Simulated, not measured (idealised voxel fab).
The process module presented herein is designated voxel gate over fins.
Section cut is 240 nm wide and gridded with 5 nm square cells.
If you're reading a cross-section in this doc, picture square cells in a grid; it comes to you as bands, top ones listed first down to the bottom, and a band can be one or more rows of cells.
Within each band entry, the heights of the top and of the bottom of the band appear first, in that order and in nm; the materials of the band then follow from left to right, each with its corresponding width in nm. The designation "everywhere" on a single material indicates that it fills the band from edge to edge; the designation "empty" indicates empty space.
For the purposes of this specification, 0 denotes the height below which the wafer in its as-received condition is composed wholly of one material, and the lowermost band, lacking a lower limit, extends downward without end, as expressed in "0 down".
Think of "30 to 40" as a width that walks from the first number to the second as you go down the band, top row to bottom row, taking equal-sized steps from row to row.
"remained unchanged" after a step means that no cell of the cross-section changed.
In "Trapped void list" the enclosed voids are listed, meaning empty spaces of 8 cells or larger without any opening to the top. The form is width x height at distance, distance from the left edge, units nm.
Anything after a step's settings on that line? It's the simulator's own note about the step.
overlay nm: mask right of planned place by this much (step with mask). Neg. = left.

This section lists the process steps that were planned:
step 1: RECEIVE, material Si
step 2: CONFORMAL_DEP, material SiN, thk nm 10
step 3: PATTERN, tone cover, mask id FINS, material resist, width nm 15, pitch nm 60, thk nm 20, overlay nm 0
step 4: DIRECTIONAL_ETCH, etch materials SiN, depth nm 10
step 5: DIRECTIONAL_ETCH, etch materials Si, depth nm 40
step 6: STRIP, etch materials resist
step 7: OXIDIZE, depth nm 5
step 8: FILL_DEP, material SiO2, thk nm 15
step 9: CMP, height nm 10
step 10: PATTERN, tone open, mask id RAIL, material resist, width nm 15, thk nm 15, overlay nm -15
step 11: DIRECTIONAL_ETCH, etch materials SiO2, depth nm 45
step 12: STRIP, etch materials resist
step 13: CONFORMAL_DEP, material TiN, thk nm 5
step 14: FILL_DEP, material Ru, thk nm 10
step 15: CMP, height nm 10
step 16: SELECTIVE_ETCH, etch materials W Ru TiN, depth nm 30
step 17: FILL_DEP, material SiO2, thk nm 5
step 18: CMP, height nm 10
step 19: SELECTIVE_ETCH, etch materials SiO2, depth nm 20
step 20: STRIP, etch materials SiN
step 21: CONFORMAL_DEP, material HfO2, thk nm 5
step 22: CONFORMAL_DEP, material TiN, thk nm 5
step 23: CONFORMAL_DEP, material TiAl, thk nm 5
step 24: CONFORMAL_DEP, material TiN, thk nm 5
step 25: FILL_DEP, material W, thk nm 15
step 26: CMP, height nm 30
step 27: CONFORMAL_DEP, material SiN, thk nm 5
Be aware that, although all wafers share a common starting state, the overlay nm at step 10 differs among them, and the plan displays the first wafer's value.

The first of several wafers as received, shown in cross-section; this is its state after step 1:
0 down: Si everywhere
Trapped void list: none

End-of-module cross-section, first of several wafers, after last step 27:
35 to 30: SiN everywhere
30 to 20: W everywhere
20 to 15: 35 nm W, then 45 nm TiN, then 15 nm W, then 45 nm TiN, then 15 nm W, then 45 nm TiN, then 40 nm W
15 to 10: 35 nm W, then 5 nm TiN, then 35 nm TiAl, then 5 nm TiN, then 15 nm W, then 5 nm TiN, then 35 nm TiAl, then 5 nm TiN, then 15 nm W, then 5 nm TiN, then 35 nm TiAl, then 5 nm TiN, then 40 nm W
10 to 5: 40 nm TiN, then 5 nm TiAl, then 25 nm TiN, then 5 nm TiAl, then 25 nm TiN, then 5 nm TiAl, then 25 nm TiN, then 5 nm TiAl, then 25 nm TiN, then 5 nm TiAl, then 25 nm TiN, then 5 nm TiAl, then 45 nm TiN
5 to 0: 45 nm TiAl, then 5 nm TiN, then 15 nm HfO2, then 5 nm TiN, then 35 nm TiAl, then 5 nm TiN, then 15 nm HfO2, then 5 nm TiN, then 35 nm TiAl, then 5 nm TiN, then 15 nm HfO2, then 5 nm TiN, then 50 nm TiAl
0 to -5: 50 nm TiN, then 5 nm HfO2, then 5 nm Si, then 5 nm HfO2, then 45 nm TiN, then 5 nm HfO2, then 5 nm Si, then 5 nm HfO2, then 45 nm TiN, then 5 nm HfO2, then 5 nm Si, then 5 nm HfO2, then 55 nm TiN
-5 to -10: 55 nm HfO2, then 5 nm Si, then 55 nm HfO2, then 5 nm Si, then 55 nm HfO2, then 5 nm Si, then 60 nm HfO2
-10 to -20: 55 nm SiO2, then 5 nm Si, then 55 nm SiO2, then 5 nm Si, then 55 nm SiO2, then 5 nm Si, then 60 nm SiO2
-20 to -30: 55 nm SiO2, then 5 nm Si, then 5 nm SiO2, then 5 nm TiN, then 5 nm Ru, then 5 nm TiN, then 35 nm SiO2, then 5 nm Si, then 55 nm SiO2, then 5 nm Si, then 60 nm SiO2
-30 to -35: 55 nm SiO2, then 5 nm Si, then 5 nm SiO2, then 15 nm TiN, then 35 nm SiO2, then 5 nm Si, then 55 nm SiO2, then 5 nm Si, then 60 nm SiO2
-35 to -45: 55 nm SiO2, then 5 nm Si, then 55 nm SiO2, then 5 nm Si, then 55 nm SiO2, then 5 nm Si, then 60 nm SiO2
-45 down: Si everywhere
Trapped void list: none

Sectional view of the last wafer upon completion of the module:
35 to 30: SiN everywhere
30 to 20: W everywhere
20 to 15: 35 nm W, then 45 nm TiN, then 15 nm W, then 45 nm TiN, then 15 nm W, then 45 nm TiN, then 40 nm W
15 to 10: 35 nm W, then 5 nm TiN, then 35 nm TiAl, then 5 nm TiN, then 15 nm W, then 5 nm TiN, then 35 nm TiAl, then 5 nm TiN, then 15 nm W, then 5 nm TiN, then 35 nm TiAl, then 5 nm TiN, then 40 nm W
10 to 5: 40 nm TiN, then 5 nm TiAl, then 25 nm TiN, then 5 nm TiAl, then 25 nm TiN, then 5 nm TiAl, then 25 nm TiN, then 5 nm TiAl, then 25 nm TiN, then 5 nm TiAl, then 25 nm TiN, then 5 nm TiAl, then 45 nm TiN
5 to 0: 45 nm TiAl, then 5 nm TiN, then 15 nm HfO2, then 5 nm TiN, then 35 nm TiAl, then 5 nm TiN, then 15 nm HfO2, then 5 nm TiN, then 35 nm TiAl, then 5 nm TiN, then 15 nm HfO2, then 5 nm TiN, then 50 nm TiAl
0 to -5: 50 nm TiN, then 5 nm HfO2, then 5 nm Si, then 5 nm HfO2, then 45 nm TiN, then 5 nm HfO2, then 5 nm Si, then 5 nm HfO2, then 45 nm TiN, then 5 nm HfO2, then 5 nm Si, then 5 nm HfO2, then 55 nm TiN
-5 to -10: 55 nm HfO2, then 5 nm Si, then 55 nm HfO2, then 5 nm Si, then 55 nm HfO2, then 5 nm Si, then 60 nm HfO2
-10 to -20: 55 nm SiO2, then 5 nm Si, then 55 nm SiO2, then 5 nm Si, then 55 nm SiO2, then 5 nm Si, then 60 nm SiO2
-20 to -30: 55 nm SiO2, then 5 nm Si, then 35 nm SiO2, then 5 nm TiN, then 5 nm Ru, then 5 nm TiN, then 5 nm SiO2, then 5 nm Si, then 55 nm SiO2, then 5 nm Si, then 60 nm SiO2
-30 to -35: 55 nm SiO2, then 5 nm Si, then 35 nm SiO2, then 15 nm TiN, then 5 nm SiO2, then 5 nm Si, then 55 nm SiO2, then 5 nm Si, then 60 nm SiO2
-35 to -45: 55 nm SiO2, then 5 nm Si, then 55 nm SiO2, then 5 nm Si, then 55 nm SiO2, then 5 nm Si, then 60 nm SiO2
-45 down: Si everywhere
Trapped void list: none

Each wafer at the end: cells of each material gained (+) or lost (-) since it was received, then its closed voids:
overlay nm -15, +60 HfO2, +2 Ru, -405 Si, +48 SiN, +306 SiO2, +60 TiAl, +127 TiN, +138 W, Trapped void list: none
overlay nm -10, +60 HfO2, +2 Ru, -405 Si, +48 SiN, +306 SiO2, +60 TiAl, +127 TiN, +138 W, Trapped void list: none
overlay nm -5, +60 HfO2, +2 Ru, -405 Si, +48 SiN, +306 SiO2, +60 TiAl, +127 TiN, +138 W, Trapped void list: none
overlay nm 0, +60 HfO2, +2 Ru, -405 Si, +48 SiN, +306 SiO2, +60 TiAl, +127 TiN, +138 W, Trapped void list: none
overlay nm 5, +60 HfO2, +2 Ru, -405 Si, +48 SiN, +306 SiO2, +60 TiAl, +127 TiN, +138 W, Trapped void list: none
overlay nm 10, +60 HfO2, +2 Ru, -405 Si, +48 SiN, +306 SiO2, +60 TiAl, +127 TiN, +138 W, Trapped void list: none
overlay nm 15, +60 HfO2, +2 Ru, -405 Si, +48 SiN, +306 SiO2, +60 TiAl, +127 TiN, +138 W, Trapped void list: none
